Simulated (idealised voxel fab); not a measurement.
This section sets out a process module, namely voxel capacitor over wiring.
The cross-section shown here is cut; it is 260 nm wide and divided into square cells measuring 5 nm on a side.
Throughout this document, each cross-section is represented as a grid of square cells and is presented as a sequence of bands enumerated from the top downward, where a band comprises one or more rows of cells.
Within each band entry, the heights of the top and of the bottom of the band appear first, in that order and in nm; the materials of the band then follow from left to right, each with its corresponding width in nm. The designation "everywhere" on a single material indicates that it fills the band from edge to edge; the designation "empty" indicates empty space.
It should be noted that heights are counted from 0, beneath which the wafer as supplied is of one material throughout, and that the lowest band possesses no lower boundary but continues downward, as written in "0 -> down".
Quick explanation for "30 to 40": the width changes in equal steps down the rows of cells, from the first number in the band's top row to the second number in its bottom row.
Given "no alteration" for a step, no cell of the cross-section differs between before and after that step.
Listed in "Non-vented voids": every empty space of 8 or more cells without an open way to the top. Form: width x height at distance, the distance being from the left edge, all in nm.
It should be noted that, on the line of a given step, the content following the step's settings is a remark produced by the simulator itself with respect to that step.
The "overlay nm" setting may appear on a step's line; for a step that uses a mask, it gives how far to the right of its planned position the mask lay, and a negative value indicates the left.
Pairs follow: section before one process step, section after it down to the lowest changed band, step with settings underneath. Pairs may come from different runs of this module on the same starting wafer; continuity with the pair above only as stated in the "Pre-step view" entry.
Pre-step view:
	115 -> 95: empty (80) / resist (75) / empty (105)
	95 -> 85: empty (80) / aC (25) / resist (50) / empty (105)
	85 -> 80: empty (80) / aC (75) / empty (105)
	80 -> 70: empty (70) / TiN (35) / aC (50) / empty (105)
	70 -> 65: TiN (70) / HfO2 (35) / TiN (155)
	65 -> 60: TiN everywhere
	60 -> 55: HfO2 (70) / Ru (35) / HfO2 (155)
	55 -> 50: TiN (70) / Ru (35) / TiN (155)
	50 -> 35: lowk (80) / Ru (15) / lowk (165)
	35 -> 30: SiCN (80) / Ru (15) / SiCN (165)
	30 -> 15: lowk (60) / SiN (5) / W (30) / SiN (5) / lowk (60) / SiN (5) / W (30) / SiN (5) / lowk (60)
	15 -> 10: SiN (65) / TiN (30) / SiN (70) / TiN (30) / SiN (65)
	10 -> 0: SiO2 everywhere
	0 -> down: Si everywhere
	Non-vented voids: none
after:
	95 -> 85: empty (80) / aC (25) / empty (155)
	Lower than 85, everything is as it was.
	Non-vented voids: none
The structure shown above changes from one cross-section to the other through STRIP: etch materials resist
Pre-step view: the wafer arrives at this step looking as the after cross-section in the pair just above shows it.
after:
	95 -> 85: empty (80) / aC (25) / empty (155)
	85 -> 80: empty (80) / aC (75) / empty (105)
	80 -> 70: empty (80) / TiN (25) / aC (50) / empty (105)
	70 -> 65: empty (70) / HfO2 (35) / TiN (50) / empty (105)
	65 -> 60: empty (70) / TiN (85) / empty (105)
	Lower than 60, everything is as it was.
	Non-vented voids: none
The structure shown above changes from one cross-section to the other through DIRECTIONAL_ETCH: etch materials TiN, depth nm 10
Pre-step view: the wafer arrives at this step looking as the after cross-section in the pair just above shows it.
after:
	95 -> 85: empty (80) / aC (25) / empty (155)
	85 -> 80: empty (80) / aC (75) / empty (105)
	80 -> 70: empty (80) / TiN (25) / aC (50) / empty (105)
	70 -> 65: empty (80) / HfO2 (25) / TiN (50) / empty (105)
	65 -> 60: empty (70) / TiN (85) / empty (105)
	60 -> 55: empty (70) / Ru (35) / HfO2 (50) / empty (105)
	Lower than 55, everything is as it was.
	Non-vented voids: none
The structure shown above changes from one cross-section to the other through DIRECTIONAL_ETCH: etch materials HfO2, depth nm 5
Pre-step view: the wafer arrives at this step looking as the after cross-section in the pair just above shows it.
after:
	80 -> 70: empty (80) / TiN (25) / empty (155)
	Lower than 70, everything is as it was.
	Non-vented voids: none
The structure shown above changes from one cross-section to the other through STRIP: etch materials aC
Pre-step view: the wafer arrives at this step looking as the after cross-section in the pair just above shows it.
after:
	95 -> 85: empty (80) / aC (25) / empty (155)
	85 -> 80: empty (80) / aC (75) / empty (105)
	80 -> 70: empty (70) / aC (10) / TiN (25) / aC (50) / empty (105)
	70 -> 65: aC (80) / HfO2 (25) / TiN (50) / aC (105)
	65 -> 60: aC (70) / TiN (85) / aC (105)
	60 -> 55: aC (70) / Ru (35) / HfO2 (50) / aC (105)
	Lower than 55, everything is as it was.
	Non-vented voids: none
The structure shown above changes from one cross-section to the other through DIRECTIONAL_DEP: material aC, thk nm 15
Pre-step view: the wafer arrives at this step looking as the after cross-section in the pair just above shows it.
after:
	125 -> 95: empty (75) / resist (85) / empty (100)
	95 -> 85: empty (75) / resist (5) / aC (25) / resist (55) / empty (100)
	85 -> 80: empty (75) / resist (5) / aC (75) / resist (5) / empty (100)
	80 -> 70: empty (70) / aC (10) / TiN (25) / aC (50) / resist (5) / empty (100)
	Lower than 70, everything is as it was.
	Non-vented voids: none
The structure shown above changes from one cross-section to the other through PATTERN: tone cover, mask id LOWER_PLATE, material resist, width nm 85, thk nm 30, overlay nm 0
Pre-step view: the wafer arrives at this step looking as the after cross-section in the pair just above shows it.
after:
	110 -> 95: empty (75) / resist (85) / empty (100)
	95 -> 85: empty (75) / resist (5) / aC (25) / resist (55) / empty (100)
	85 -> 80: empty (75) / resist (5) / aC (75) / resist (5) / empty (100)
	80 -> 70: empty (75) / aC (5) / TiN (25) / aC (50) / resist (5) / empty (100)
	70 -> 65: empty (75) / aC (5) / HfO2 (25) / TiN (50) / aC (5) / empty (100)
	65 -> 60: empty (70) / TiN (85) / aC (5) / empty (100)
	60 -> 55: empty (70) / Ru (35) / HfO2 (50) / aC (5) / empty (100)
	Lower than 55, everything is as it was.
	Non-vented voids: none
The structure shown above changes from one cross-section to the other through DIRECTIONAL_ETCH: etch materials aC, depth nm 15
Pre-step view: the wafer arrives at this step looking as the after cross-section in the pair just above shows it.
after:
	95 -> 85: empty (80) / aC (25) / empty (155)
	85 -> 80: empty (80) / aC (75) / empty (105)
	80 -> 70: empty (75) / aC (5) / TiN (25) / aC (50) / empty (105)
	Lower than 70, everything is as it was.
	Non-vented voids: none
The structure shown above changes from one cross-section to the other through STRIP: etch materials resist
Pre-step view: the wafer arrives at this step looking as the after cross-section in the pair just above shows it.
after:
	95 -> 85: empty (80) / aC (25) / empty (155)
	85 -> 80: empty (80) / aC (75) / empty (105)
	80 -> 70: empty (75) / aC (5) / TiN (25) / aC (50) / empty (105)
	70 -> 65: empty (75) / aC (5) / HfO2 (25) / TiN (50) / aC (5) / empty (100)
	65 -> 60: empty (75) / TiN (80) / aC (5) / empty (100)
	60 -> 55: empty (70) / Ru (35) / HfO2 (50) / aC (5) / empty (100)
	55 -> 50: empty (70) / Ru (35) / TiN (55) / empty (100)
	Lower than 50, everything is as it was.
	Non-vented voids: none
The structure shown above changes from one cross-section to the other through DIRECTIONAL_ETCH: etch materials TiN, depth nm 5
Pre-step view: the wafer arrives at this step looking as the after cross-section in the pair just above shows it.
after:
	80 -> 70: empty (80) / TiN (25) / empty (155)
	70 -> 65: empty (80) / HfO2 (25) / TiN (50) / empty (105)
	65 -> 60: empty (75) / TiN (80) / empty (105)
	60 -> 55: empty (70) / Ru (35) / HfO2 (50) / empty (105)
	Lower than 55, everything is as it was.
	Non-vented voids: none
The structure shown above changes from one cross-section to the other through STRIP: etch materials aC
Pre-step view: the wafer arrives at this step looking as the after cross-section in the pair just above shows it.
after:
	95 -> 80: SiO2 everywhere
	80 -> 70: SiO2 (80) / TiN (25) / SiO2 (155)
	70 -> 65: SiO2 (80) / HfO2 (25) / TiN (50) / SiO2 (105)
	65 -> 60: SiO2 (75) / TiN (80) / SiO2 (105)
	60 -> 55: SiO2 (70) / Ru (35) / HfO2 (50) / SiO2 (105)
	55 -> 50: SiO2 (70) / Ru (35) / TiN (55) / SiO2 (100)
	Lower than 50, everything is as it was.
	Non-vented voids: none
The structure shown above changes from one cross-section to the other through FILL_DEP: material SiO2, thk nm 15
Pre-step view: the wafer arrives at this step looking as the after cross-section in the pair just above shows it.
after:
	80 -> 70: SiO2 (80) / TiN (25) / SiO2 (155)
	Lower than 70, everything is as it was.
	Non-vented voids: none
The structure shown above changes from one cross-section to the other through CMP: height nm 80
Pre-step view: the wafer arrives at this step looking as the after cross-section in the pair just above shows it.
after:
	90 -> 80: aC everywhere
	Lower than 80, everything is as it was.
	Non-vented voids: none
The structure shown above changes from one cross-section to the other through DIRECTIONAL_DEP: material aC, thk nm 10
Pre-step view: the wafer arrives at this step looking as the after cross-section in the pair just above shows it.
after:
	115 -> 90: resist (90) / empty (15) / resist (155)
	Lower than 90, everything is as it was.
	Non-vented voids: none
The structure shown above changes from one cross-section to the other through PATTERN: tone open, mask id PLUG_2, material resist, width nm 15, thk nm 25, overlay nm 0
Pre-step view: the wafer arrives at this step looking as the after cross-section in the pair just above shows it.
after:
	105 -> 90: resist (90) / empty (15) / resist (155)
	90 -> 80: aC (90) / empty (15) / aC (155)
	Lower than 80, everything is as it was.
	Non-vented voids: none
The structure shown above changes from one cross-section to the other through DIRECTIONAL_ETCH: etch materials aC, depth nm 10
Pre-step view: the wafer arrives at this step looking as the after cross-section in the pair just above shows it.
after:
	90 -> 80: aC (90) / empty (15) / aC (155)
	Lower than 80, everything is as it was.
	Non-vented voids: none
The structure shown above changes from one cross-section to the other through STRIP: etch materials resist
Pre-step view: the wafer arrives at this step looking as the after cross-section in the pair just above shows it.
after:
	80 -> 70: SiO2 (80) / TiN (25) / SiO2 (155)
	Lower than 70, everything is as it was.
	Non-vented voids: none
The structure shown above changes from one cross-section to the other through STRIP: etch materials aC
Pre-step view: the wafer arrives at this step looking as the after cross-section in the pair just above shows it.
after:
	85 -> 80: TiN everywhere
	Lower than 80, everything is as it was.
	Non-vented voids: none
The structure shown above changes from one cross-section to the other through CONFORMAL_DEP: material TiN, thk nm 5
Pre-step view: the wafer arrives at this step looking as the after cross-section in the pair just above shows it.
after:
	90 -> 85: Cu everywhere
	Lower than 85, everything is as it was.
	Non-vented voids: none
The structure shown above changes from one cross-section to the other through FILL_DEP: material Cu, thk nm 5
Pre-step view: the wafer arrives at this step looking as the after cross-section in the pair just above shows it.
after:
	80 -> 70: SiO2 (80) / TiN (25) / SiO2 (155)
	Lower than 70, everything is as it was.
	Non-vented voids: none
The structure shown above changes from one cross-section to the other through CMP: height nm 80
Pre-step view: the wafer arrives at this step looking as the after cross-section in the pair just above shows it.
after:
	85 -> 80: SiN everywhere
	Lower than 80, everything is as it was.
	Non-vented voids: none
The structure shown above changes from one cross-section to the other through CONFORMAL_DEP: material SiN, thk nm 5
Pre-step view:
	10 -> 0: SiO2 everywhere
	0 -> down: Si everywhere
	Non-vented voids: none
after:
	25 -> 10: W everywhere
	Lower than 10, everything is as it was.
	Non-vented voids: none
The structure shown above changes from one cross-section to the other through DIRECTIONAL_DEP: material W, thk nm 15
Pre-step view: the wafer arrives at this step looking as the after cross-section in the pair just above shows it.
after:
	30 -> 25: TiN everywhere
	Lower than 25, everything is as it was.
	Non-vented voids: none
The structure shown above changes from one cross-section to the other through DIRECTIONAL_DEP: material TiN, thk nm 5
Pre-step view: the wafer arrives at this step looking as the after cross-section in the pair just above shows it.
after:
	30 -> 25: empty (65) / TiN (30) / empty (70) / TiN (30) / empty (65)
	Lower than 25, everything is as it was.
	Non-vented voids: none
The structure shown above changes from one cross-section to the other through MASKED_ETCH: tone cover, mask id METAL_1, width nm 30, pitch nm 100, etch materials TiN, depth nm 5, overlay nm 0
Pre-step view: the wafer arrives at this step looking as the after cross-section in the pair just above shows it.
after:
	35 -> 30: empty (60) / SiN (40) / empty (60) / SiN (40) / empty (60)
	30 -> 25: SiN (65) / TiN (30) / SiN (70) / TiN (30) / SiN (65)
	Lower than 25, everything is as it was.
	Non-vented voids: none
The structure shown above changes from one cross-section to the other through CONFORMAL_DEP: material SiN, thk nm 5
Pre-step view: the wafer arrives at this step looking as the after cross-section in the pair just above shows it.
after:
	45 -> 35: lowk everywhere
	35 -> 30: lowk (60) / SiN (40) / lowk (60) / SiN (40) / lowk (60)
	Lower than 30, everything is as it was.
	Non-vented voids: none
The structure shown above changes from one cross-section to the other through FILL_DEP: material lowk, thk nm 10
Pre-step view: the wafer arrives at this step looking as the after cross-section in the pair just above shows it.
after:
	30 -> 25: SiN (65) / TiN (30) / SiN (70) / TiN (30) / SiN (65)
	Lower than 25, everything is as it was.
	Non-vented voids: none
The structure shown above changes from one cross-section to the other through CMP: height nm 30
Pre-step view: the wafer arrives at this step looking as the after cross-section in the pair just above shows it.
after:
	35 -> 30: SiCN everywhere
	Lower than 30, everything is as it was.
	Non-vented voids: none
The structure shown above changes from one cross-section to the other through CONFORMAL_DEP: material SiCN, thk nm 5
Pre-step view: the wafer arrives at this step looking as the after cross-section in the pair just above shows it.
after:
	50 -> 35: lowk everywhere
	Lower than 35, everything is as it was.
	Non-vented voids: none
The structure shown above changes from one cross-section to the other through DIRECTIONAL_DEP: material lowk, thk nm 15
Pre-step view: the wafer arrives at this step looking as the after cross-section in the pair just above shows it.
after:
	50 -> 35: lowk (80) / empty (15) / lowk (165)
	Lower than 35, everything is as it was.
	Non-vented voids: none
The structure shown above changes from one cross-section to the other through MASKED_ETCH: tone open, mask id PLUG_1, width nm 15, etch materials lowk, depth nm 15, overlay nm 0
Pre-step view: the wafer arrives at this step looking as the after cross-section in the pair just above shows it.
after:
	50 -> 35: lowk (80) / empty (15) / lowk (165)
	35 -> 30: SiCN (80) / empty (15) / SiCN (165)
	Lower than 30, everything is as it was.
	Non-vented voids: none
The structure shown above changes from one cross-section to the other through MASKED_ETCH: tone open, mask id PLUG_1, width nm 15, etch materials SiCN, depth nm 5, overlay nm 0
Pre-step view: the wafer arrives at this step looking as the after cross-section in the pair just above shows it.
after:
	50 -> 40: lowk (80) / empty (15) / lowk (165)
	40 -> 35: lowk (80) / Ru (15) / lowk (165)
	35 -> 30: SiCN (80) / Ru (15) / SiCN (165)
	Lower than 30, everything is as it was.
	Non-vented voids: none
The structure shown above changes from one cross-section to the other through EPI: material Ru, thk nm 10
Pre-step view: the wafer arrives at this step looking as the after cross-section in the pair just above shows it.
after:
	50 -> 35: lowk (80) / Ru (15) / lowk (165)
	Lower than 35, everything is as it was.
	Non-vented voids: none
The structure shown above changes from one cross-section to the other through EPI: material Ru, thk nm 10
Pre-step view: the wafer arrives at this step looking as the after cross-section in the pair just above shows it.
after:
	55 -> 50: TiN everywhere
	Lower than 50, everything is as it was.
	Non-vented voids: none
The structure shown above changes from one cross-section to the other through DIRECTIONAL_DEP: material TiN, thk nm 5
Pre-step view: the wafer arrives at this step looking as the after cross-section in the pair just above shows it.
after:
	60 -> 55: HfO2 everywhere
	Lower than 55, everything is as it was.
	Non-vented voids: none
The structure shown above changes from one cross-section to the other through DIRECTIONAL_DEP: material HfO2, thk nm 5
Pre-step view: the wafer arrives at this step looking as the after cross-section in the pair just above shows it.
after:
	70 -> 60: TiN everywhere
	Lower than 60, everything is as it was.
	Non-vented voids: none
The structure shown above changes from one cross-section to the other through DIRECTIONAL_DEP: material TiN, thk nm 10
Pre-step view: the wafer arrives at this step looking as the after cross-section in the pair just above shows it.
after:
	85 -> 70: aC everywhere
	Lower than 70, everything is as it was.
	Non-vented voids: none
The structure shown above changes from one cross-section to the other through DIRECTIONAL_DEP: material aC, thk nm 15
Pre-step view: the wafer arrives at this step looking as the after cross-section in the pair just above shows it.
after:
	120 -> 85: empty (80) / resist (75) / empty (105)
	Lower than 85, everything is as it was.
	Non-vented voids: none
The structure shown above changes from one cross-section to the other through PATTERN: tone cover, mask id UPPER_PLATE, material resist, width nm 75, thk nm 35, overlay nm 0
Pre-step view: the wafer arrives at this step looking as the after cross-section in the pair just above shows it.
after:
	105 -> 85: empty (80) / resist (75) / empty (105)
	85 -> 70: empty (80) / aC (75) / empty (105)
	Lower than 70, everything is as it was.
	Non-vented voids: none
The structure shown above changes from one cross-section to the other through DIRECTIONAL_ETCH: etch materials aC, depth nm 15
Pre-step view: the wafer arrives at this step looking as the after cross-section in the pair just above shows it.
after:
	85 -> 70: empty (80) / aC (75) / empty (105)
	Lower than 70, everything is as it was.
	Non-vented voids: none
The structure shown above changes from one cross-section to the other through STRIP: etch materials resist
Pre-step view: the wafer arrives at this step looking as the after cross-section in the pair just above shows it.
after:
	85 -> 70: empty (80) / aC (75) / empty (105)
	70 -> 60: empty (80) / TiN (75) / empty (105)
	Lower than 60, everything is as it was.
	Non-vented voids: none
The structure shown above changes from one cross-section to the other through DIRECTIONAL_ETCH: etch materials TiN, depth nm 10
Pre-step view: the wafer arrives at this step looking as the after cross-section in the pair just above shows it.
after:
	85 -> 70: empty (80) / aC (75) / empty (105)
	70 -> 60: empty (80) / TiN (75) / empty (105)
	60 -> 55: empty (80) / HfO2 (75) / empty (105)
	Lower than 55, everything is as it was.
	Non-vented voids: none
The structure shown above changes from one cross-section to the other through DIRECTIONAL_ETCH: etch materials HfO2, depth nm 5
Pre-step view: the wafer arrives at this step looking as the after cross-section in the pair just above shows it.
after:
	70 -> 60: empty (80) / TiN (75) / empty (105)
	Lower than 60, everything is as it was.
	Non-vented voids: none
The structure shown above changes from one cross-section to the other through STRIP: etch materials aC
Pre-step view: the wafer arrives at this step looking as the after cross-section in the pair just above shows it.
after:
	85 -> 70: empty (80) / aC (75) / empty (105)
	70 -> 60: aC (80) / TiN (75) / aC (105)
	60 -> 55: aC (80) / HfO2 (75) / aC (105)
	Lower than 55, everything is as it was.
	Non-vented voids: none
The structure shown above changes from one cross-section to the other through DIRECTIONAL_DEP: material aC, thk nm 15
Pre-step view: the wafer arrives at this step looking as the after cross-section in the pair just above shows it.
after:
	115 -> 85: empty (75) / resist (85) / empty (100)
	85 -> 70: empty (75) / resist (5) / aC (75) / resist (5) / empty (100)
	Lower than 70, everything is as it was.
	Non-vented voids: none
The structure shown above changes from one cross-section to the other through PATTERN: tone cover, mask id LOWER_PLATE, material resist, width nm 85, thk nm 30, overlay nm 0
Pre-step view: the wafer arrives at this step looking as the after cross-section in the pair just above shows it.
after:
	100 -> 85: empty (75) / resist (85) / empty (100)
	85 -> 70: empty (75) / resist (5) / aC (75) / resist (5) / empty (100)
	70 -> 60: empty (75) / aC (5) / TiN (75) / aC (5) / empty (100)
	60 -> 55: empty (75) / aC (5) / HfO2 (75) / aC (5) / empty (100)
	Lower than 55, everything is as it was.
	Non-vented voids: none
The structure shown above changes from one cross-section to the other through DIRECTIONAL_ETCH: etch materials aC, depth nm 15
Pre-step view: the wafer arrives at this step looking as the after cross-section in the pair just above shows it.
after:
	85 -> 70: empty (80) / aC (75) / empty (105)
	Lower than 70, everything is as it was.
	Non-vented voids: none
The structure shown above changes from one cross-section to the other through STRIP: etch materials resist
Pre-step view: the wafer arrives at this step looking as the after cross-section in the pair just above shows it.
after:
	85 -> 70: empty (80) / aC (75) / empty (105)
	70 -> 60: empty (75) / aC (5) / TiN (75) / aC (5) / empty (100)
	60 -> 55: empty (75) / aC (5) / HfO2 (75) / aC (5) / empty (100)
	55 -> 50: empty (75) / TiN (85) / empty (100)
	Lower than 50, everything is as it was.
	Non-vented voids: none
The structure shown above changes from one cross-section to the other through DIRECTIONAL_ETCH: etch materials TiN, depth nm 5
Pre-step view: the wafer arrives at this step looking as the after cross-section in the pair just above shows it.
after:
	70 -> 60: empty (80) / TiN (75) / empty (105)
	60 -> 55: empty (80) / HfO2 (75) / empty (105)
	Lower than 55, everything is as it was.
	Non-vented voids: none
The structure shown above changes from one cross-section to the other through STRIP: etch materials aC
Pre-step view: the wafer arrives at this step looking as the after cross-section in the pair just above shows it.
after:
	85 -> 70: SiO2 everywhere
	70 -> 60: SiO2 (80) / TiN (75) / SiO2 (105)
	60 -> 55: SiO2 (80) / HfO2 (75) / SiO2 (105)
	55 -> 50: SiO2 (75) / TiN (85) / SiO2 (100)
	Lower than 50, everything is as it was.
	Non-vented voids: none
The structure shown above changes from one cross-section to the other through FILL_DEP: material SiO2, thk nm 15
Pre-step view: the wafer arrives at this step looking as the after cross-section in the pair just above shows it.
after:
	80 -> 70: SiO2 everywhere
	Lower than 70, everything is as it was.
	Non-vented voids: none
The structure shown above changes from one cross-section to the other through CMP: height nm 80
Pre-step view: the wafer arrives at this step looking as the after cross-section in the pair just above shows it.
after:
	90 -> 80: aC everywhere
	Lower than 80, everything is as it was.
	Non-vented voids: none
The structure shown above changes from one cross-section to the other through DIRECTIONAL_DEP: material aC, thk nm 10
Pre-step view: the wafer arrives at this step looking as the after cross-section in the pair just above shows it.
after:
	115 -> 90: resist (90) / empty (15) / resist (155)
	Lower than 90, everything is as it was.
	Non-vented voids: none
The structure shown above changes from one cross-section to the other through PATTERN: tone open, mask id PLUG_2, material resist, width nm 15, thk nm 25, overlay nm 0
Pre-step view: the wafer arrives at this step looking as the after cross-section in the pair just above shows it.
after:
	105 -> 90: resist (90) / empty (15) / resist (155)
	90 -> 80: aC (90) / empty (15) / aC (155)
	Lower than 80, everything is as it was.
	Non-vented voids: none
The structure shown above changes from one cross-section to the other through DIRECTIONAL_ETCH: etch materials aC, depth nm 10
Pre-step view: the wafer arrives at this step looking as the after cross-section in the pair just above shows it.
after:
	90 -> 80: aC (90) / empty (15) / aC (155)
	Lower than 80, everything is as it was.
	Non-vented voids: none
The structure shown above changes from one cross-section to the other through STRIP: etch materials resist
Pre-step view: the wafer arrives at this step looking as the after cross-section in the pair just above shows it.
after:
	90 -> 80: aC (90) / empty (15) / aC (155)
	80 -> 70: SiO2 (90) / empty (15) / SiO2 (155)
	Lower than 70, everything is as it was.
	Non-vented voids: none
The structure shown above changes from one cross-section to the other through DIRECTIONAL_ETCH: etch materials SiO2, depth nm 10
Pre-step view: the wafer arrives at this step looking as the after cross-section in the pair just above shows it.
after:
	80 -> 70: SiO2 (90) / empty (15) / SiO2 (155)
	Lower than 70, everything is as it was.
	Non-vented voids: none
The structure shown above changes from one cross-section to the other through STRIP: etch materials aC
Pre-step view: the wafer arrives at this step looking as the after cross-section in the pair just above shows it.
after:
	85 -> 80: TiN (95) / empty (5) / TiN (160)
	80 -> 75: SiO2 (90) / TiN (5) / empty (5) / TiN (5) / SiO2 (155)
	75 -> 70: SiO2 (90) / TiN (15) / SiO2 (155)
	Lower than 70, everything is as it was.
	Non-vented voids: none
The structure shown above changes from one cross-section to the other through CONFORMAL_DEP: material TiN, thk nm 5
Pre-step view: the wafer arrives at this step looking as the after cross-section in the pair just above shows it.
after:
	90 -> 85: Cu everywhere
	85 -> 80: TiN (95) / Cu (5) / TiN (160)
	80 -> 75: SiO2 (90) / TiN (5) / Cu (5) / TiN (5) / SiO2 (155)
	Lower than 75, everything is as it was.
	Non-vented voids: none
The structure shown above changes from one cross-section to the other through FILL_DEP: material Cu, thk nm 5
Pre-step view: the wafer arrives at this step looking as the after cross-section in the pair just above shows it.
after:
	80 -> 75: SiO2 (90) / TiN (5) / Cu (5) / TiN (5) / SiO2 (155)
	Lower than 75, everything is as it was.
	Non-vented voids: none
The structure shown above changes from one cross-section to the other through CMP: height nm 80
Pre-step view: the wafer arrives at this step looking as the after cross-section in the pair just above shows it.
after:
	85 -> 80: SiN everywhere
	Lower than 80, everything is as it was.
	Non-vented voids: none
The structure shown above changes from one cross-section to the other through CONFORMAL_DEP: material SiN, thk nm 5
Pre-step view:
	55 -> 50: TiN everywhere
	50 -> 35: lowk (80) / Ru (15) / lowk (165)
	35 -> 30: SiCN (80) / Ru (15) / SiCN (165)
	30 -> 15: lowk (60) / SiN (5) / W (30) / SiN (5) / lowk (60) / SiN (5) / W (30) / SiN (5) / lowk (60)
	15 -> 10: SiN (65) / TiN (30) / SiN (70) / TiN (30) / SiN (65)
	10 -> 0: SiO2 everywhere
	0 -> down: Si everywhere
	Non-vented voids: none
after:
	70 -> 55: HfO2 everywhere
	Lower than 55, everything is as it was.
	Non-vented voids: none
The structure shown above changes from one cross-section to the other through DIRECTIONAL_DEP: material HfO2, thk nm 15
Pre-step view: the wafer arrives at this step looking as the after cross-section in the pair just above shows it.
after:
	80 -> 70: TiN everywhere
	Lower than 70, everything is as it was.
	Non-vented voids: none
The structure shown above changes from one cross-section to the other through DIRECTIONAL_DEP: material TiN, thk nm 10
Pre-step view: the wafer arrives at this step looking as the after cross-section in the pair just above shows it.
after:
	95 -> 80: aC everywhere
	Lower than 80, everything is as it was.
	Non-vented voids: none
The structure shown above changes from one cross-section to the other through DIRECTIONAL_DEP: material aC, thk nm 15
Pre-step view: the wafer arrives at this step looking as the after cross-section in the pair just above shows it.
after:
	130 -> 95: empty (80) / resist (75) / empty (105)
	Lower than 95, everything is as it was.
	Non-vented voids: none
The structure shown above changes from one cross-section to the other through PATTERN: tone cover, mask id UPPER_PLATE, material resist, width nm 75, thk nm 35, overlay nm 0
Pre-step view: the wafer arrives at this step looking as the after cross-section in the pair just above shows it.
after:
	115 -> 95: empty (80) / resist (75) / empty (105)
	95 -> 80: empty (80) / aC (75) / empty (105)
	Lower than 80, everything is as it was.
	Non-vented voids: none
The structure shown above changes from one cross-section to the other through DIRECTIONAL_ETCH: etch materials aC, depth nm 15
Pre-step view: the wafer arrives at this step looking as the after cross-section in the pair just above shows it.
after:
	95 -> 80: empty (80) / aC (75) / empty (105)
	Lower than 80, everything is as it was.
	Non-vented voids: none
The structure shown above changes from one cross-section to the other through STRIP: etch materials resist
Pre-step view: the wafer arrives at this step looking as the after cross-section in the pair just above shows it.
after:
	95 -> 80: empty (80) / aC (75) / empty (105)
	80 -> 70: empty (80) / TiN (75) / empty (105)
	Lower than 70, everything is as it was.
	Non-vented voids: none
The structure shown above changes from one cross-section to the other through DIRECTIONAL_ETCH: etch materials TiN, depth nm 10
Pre-step view: the wafer arrives at this step looking as the after cross-section in the pair just above shows it.
after:
	95 -> 80: empty (80) / aC (75) / empty (105)
	80 -> 70: empty (80) / TiN (75) / empty (105)
	70 -> 65: empty (80) / HfO2 (75) / empty (105)
	Lower than 65, everything is as it was.
	Non-vented voids: none
The structure shown above changes from one cross-section to the other through DIRECTIONAL_ETCH: etch materials HfO2, depth nm 5
Pre-step view: the wafer arrives at this step looking as the after cross-section in the pair just above shows it.
after:
	80 -> 70: empty (80) / TiN (75) / empty (105)
	Lower than 70, everything is as it was.
	Non-vented voids: none
The structure shown above changes from one cross-section to the other through STRIP: etch materials aC
Pre-step view: the wafer arrives at this step looking as the after cross-section in the pair just above shows it.
after:
	95 -> 80: empty (80) / aC (75) / empty (105)
	80 -> 70: aC (80) / TiN (75) / aC (105)
	70 -> 65: aC (80) / HfO2 (75) / aC (105)
	Lower than 65, everything is as it was.
	Non-vented voids: none
The structure shown above changes from one cross-section to the other through DIRECTIONAL_DEP: material aC, thk nm 15
Pre-step view: the wafer arrives at this step looking as the after cross-section in the pair just above shows it.
after:
	125 -> 95: empty (75) / resist (85) / empty (100)
	95 -> 80: empty (75) / resist (5) / aC (75) / resist (5) / empty (100)
	Lower than 80, everything is as it was.
	Non-vented voids: none
The structure shown above changes from one cross-section to the other through PATTERN: tone cover, mask id LOWER_PLATE, material resist, width nm 85, thk nm 30, overlay nm 0
Pre-step view: the wafer arrives at this step looking as the after cross-section in the pair just above shows it.
after:
	110 -> 95: empty (75) / resist (85) / empty (100)
	95 -> 80: empty (75) / resist (5) / aC (75) / resist (5) / empty (100)
	80 -> 70: empty (75) / aC (5) / TiN (75) / aC (5) / empty (100)
	70 -> 65: empty (75) / aC (5) / HfO2 (75) / aC (5) / empty (100)
	Lower than 65, everything is as it was.
	Non-vented voids: none
The structure shown above changes from one cross-section to the other through DIRECTIONAL_ETCH: etch materials aC, depth nm 15
Pre-step view: the wafer arrives at this step looking as the after cross-section in the pair just above shows it.
after:
	95 -> 80: empty (80) / aC (75) / empty (105)
	Lower than 80, everything is as it was.
	Non-vented voids: none
The structure shown above changes from one cross-section to the other through STRIP: etch materials resist
Pre-step view: the wafer arrives at this step looking as the after cross-section in the pair just above shows it.
after:
	80 -> 70: empty (80) / TiN (75) / empty (105)
	70 -> 65: empty (80) / HfO2 (75) / empty (105)
	Lower than 65, everything is as it was.
	Non-vented voids: none
The structure shown above changes from one cross-section to the other through STRIP: etch materials aC
Pre-step view: the wafer arrives at this step looking as the after cross-section in the pair just above shows it.
after:
	95 -> 80: SiO2 everywhere
	80 -> 70: SiO2 (80) / TiN (75) / SiO2 (105)
	70 -> 65: SiO2 (80) / HfO2 (75) / SiO2 (105)
	Lower than 65, everything is as it was.
	Non-vented voids: none
The structure shown above changes from one cross-section to the other through FILL_DEP: material SiO2, thk nm 15
Pre-step view: the wafer arrives at this step looking as the after cross-section in the pair just above shows it.
after:
	80 -> 70: SiO2 (80) / TiN (75) / SiO2 (105)
	Lower than 70, everything is as it was.
	Non-vented voids: none
The structure shown above changes from one cross-section to the other through CMP: height nm 80
Pre-step view: the wafer arrives at this step looking as the after cross-section in the pair just above shows it.
after:
	90 -> 80: aC everywhere
	Lower than 80, everything is as it was.
	Non-vented voids: none
The structure shown above changes from one cross-section to the other through DIRECTIONAL_DEP: material aC, thk nm 10
Pre-step view: the wafer arrives at this step looking as the after cross-section in the pair just above shows it.
after:
	115 -> 90: resist (90) / empty (15) / resist (155)
	Lower than 90, everything is as it was.
	Non-vented voids: none
The structure shown above changes from one cross-section to the other through PATTERN: tone open, mask id PLUG_2, material resist, width nm 15, thk nm 25, overlay nm 0
Pre-step view: the wafer arrives at this step looking as the after cross-section in the pair just above shows it.
after:
	105 -> 90: resist (90) / empty (15) / resist (155)
	90 -> 80: aC (90) / empty (15) / aC (155)
	Lower than 80, everything is as it was.
	Non-vented voids: none
The structure shown above changes from one cross-section to the other through DIRECTIONAL_ETCH: etch materials aC, depth nm 10
Pre-step view: the wafer arrives at this step looking as the after cross-section in the pair just above shows it.
after:
	90 -> 80: aC (90) / empty (15) / aC (155)
	Lower than 80, everything is as it was.
	Non-vented voids: none
The structure shown above changes from one cross-section to the other through STRIP: etch materials resist
Pre-step view: the wafer arrives at this step looking as the after cross-section in the pair just above shows it.
after:
	80 -> 70: SiO2 (80) / TiN (75) / SiO2 (105)
	Lower than 70, everything is as it was.
	Non-vented voids: none
The structure shown above changes from one cross-section to the other through STRIP: etch materials aC
Pre-step view: the wafer arrives at this step looking as the after cross-section in the pair just above shows it.
after:
	85 -> 80: TiN everywhere
	Lower than 80, everything is as it was.
	Non-vented voids: none
The structure shown above changes from one cross-section to the other through CONFORMAL_DEP: material TiN, thk nm 5
